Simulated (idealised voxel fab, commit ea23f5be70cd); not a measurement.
Process module in this document: voxel capacitor over wiring
Section cut is 255 nm wide and gridded with 5 nm square cells.
Cross-section, as written here: a square-cell grid given band by band from the top down, where a band holds one or more rows of cells. First you get the band's top height and its bottom height, in nm, and then the materials it's made of, left to right, with each width in nm. If you see a single material with "full width", that one covers the band edge to edge. "empty" is empty space. Heights are measured from 0, the level below which the as-received wafer is all one material; the lowest band has no bottom and continues downward, written as in "z 0 and below". Width "30->40": first value at the band's top row of cells, second value at its bottom row, equal change from row to row. What does "no change" mean for a step? It means no cell of the cross-section changed in that step. Basically, "Enclosed void listing" tells you about the enclosed voids: empty spaces with no open way to the top, 8 cells or bigger, each written width x height at distance, where distance is from the left edge, all in nm. Past the settings on a step's line: simulator remark, on that step. On any step carrying a mask, the "overlay nm" setting, if present on the step's line, tells how far right of its planned place the mask lay; negative values point to the left.

**Below is the list of planned process steps**
1 RECEIVE with material Si
2 CONFORMAL_DEP with material SiO2, thk nm 15
3 CONFORMAL_DEP with material SiCN, thk nm 5
4 DIRECTIONAL_DEP with material lowk, thk nm 15
5 PATTERN with tone open, mask id METAL_1, material resist, width nm 25, pitch nm 90, thk nm 15, overlay nm 0
6 DIRECTIONAL_ETCH with etch materials lowk, depth nm 15
7 DIRECTIONAL_ETCH with etch materials SiCN, depth nm 5
8 STRIP with etch materials resist
9 CONFORMAL_DEP with material TiN, thk nm 5
10 FILL_DEP with material Cu, thk nm 5
11 CMP with height nm 35
12 EPI with material Ru, thk nm 5
13 FILL_DEP with material SiCN, thk nm 5
14 DIRECTIONAL_DEP with material lowk, thk nm 15
15 DIRECTIONAL_DEP with material aC, thk nm 10
16 PATTERN with tone open, mask id PLUG_1, material resist, width nm 15, thk nm 25, overlay nm -15
17 DIRECTIONAL_ETCH with etch materials aC, depth nm 10
18 STRIP with etch materials resist
19 DIRECTIONAL_ETCH with etch materials lowk, depth nm 15
20 DIRECTIONAL_ETCH with etch materials SiCN, depth nm 5
21 STRIP with etch materials aC
22 EPI with material Ru, thk nm 10
23 EPI with material Ru, thk nm 10
24 DIRECTIONAL_DEP with material TiN, thk nm 5
25 DIRECTIONAL_DEP with material SiN, thk nm 5
26 DIRECTIONAL_DEP with material TiN, thk nm 10
27 MASKED_ETCH with tone cover, mask id UPPER_PLATE, width nm 70, etch materials TiN, depth nm 10, overlay nm 0
28 MASKED_ETCH with tone cover, mask id UPPER_PLATE, width nm 70, etch materials SiN, depth nm 5, overlay nm 0
29 PATTERN with tone cover, mask id LOWER_PLATE, material resist, width nm 80, thk nm 15, overlay nm 0
30 DIRECTIONAL_ETCH with etch materials TiN, depth nm 5
31 STRIP with etch materials resist
32 FILL_DEP with material SiO2, thk nm 15
33 CMP with height nm 90
34 PATTERN with tone open, mask id PLUG_2, material resist, width nm 15, thk nm 15, overlay nm 0
35 DIRECTIONAL_ETCH with etch materials SiO2, depth nm 10
36 STRIP with etch materials resist
37 CONFORMAL_DEP with material TiN, thk nm 5
38 FILL_DEP with material W, thk nm 5
39 CMP with height nm 90
40 CONFORMAL_DEP with material SiN, thk nm 5
What sets these wafers apart? The overlay nm at step 16. They all start alike, and the plan carries the first wafer's value.

**First of several wafers, received after step 1, in cross-section**
	z 0 and below | Si full width
	Enclosed void listing: none

**Below is a per-wafer table. In it, each row describes the wafer at the end of the module by giving, for each material, the number of cells gained (+) or lost (-) since the wafer was received, and after that the closed voids of the wafer**
overlay nm -15 | +18 Cu | +26 Ru | +126 SiCN | +65 SiN | +395 SiO2 | +71 TiN | +1 W | +267 lowk | Enclosed void listing: none
overlay nm -10 | +18 Cu | +26 Ru | +126 SiCN | +65 SiN | +395 SiO2 | +71 TiN | +1 W | +267 lowk | Enclosed void listing: none
overlay nm -5 | +18 Cu | +26 Ru | +126 SiCN | +65 SiN | +395 SiO2 | +71 TiN | +1 W | +267 lowk | Enclosed void listing: none
overlay nm 0 | +18 Cu | +26 Ru | +126 SiCN | +65 SiN | +395 SiO2 | +71 TiN | +1 W | +267 lowk | Enclosed void listing: none
overlay nm 5 | +18 Cu | +26 Ru | +126 SiCN | +65 SiN | +395 SiO2 | +71 TiN | +1 W | +267 lowk | Enclosed void listing: none
overlay nm 10 | +18 Cu | +26 Ru | +126 SiCN | +65 SiN | +395 SiO2 | +71 TiN | +1 W | +267 lowk | Enclosed void listing: none
overlay nm 15 | +18 Cu | +26 Ru | +126 SiCN | +65 SiN | +395 SiO2 | +71 TiN | +1 W | +267 lowk | Enclosed void listing: none
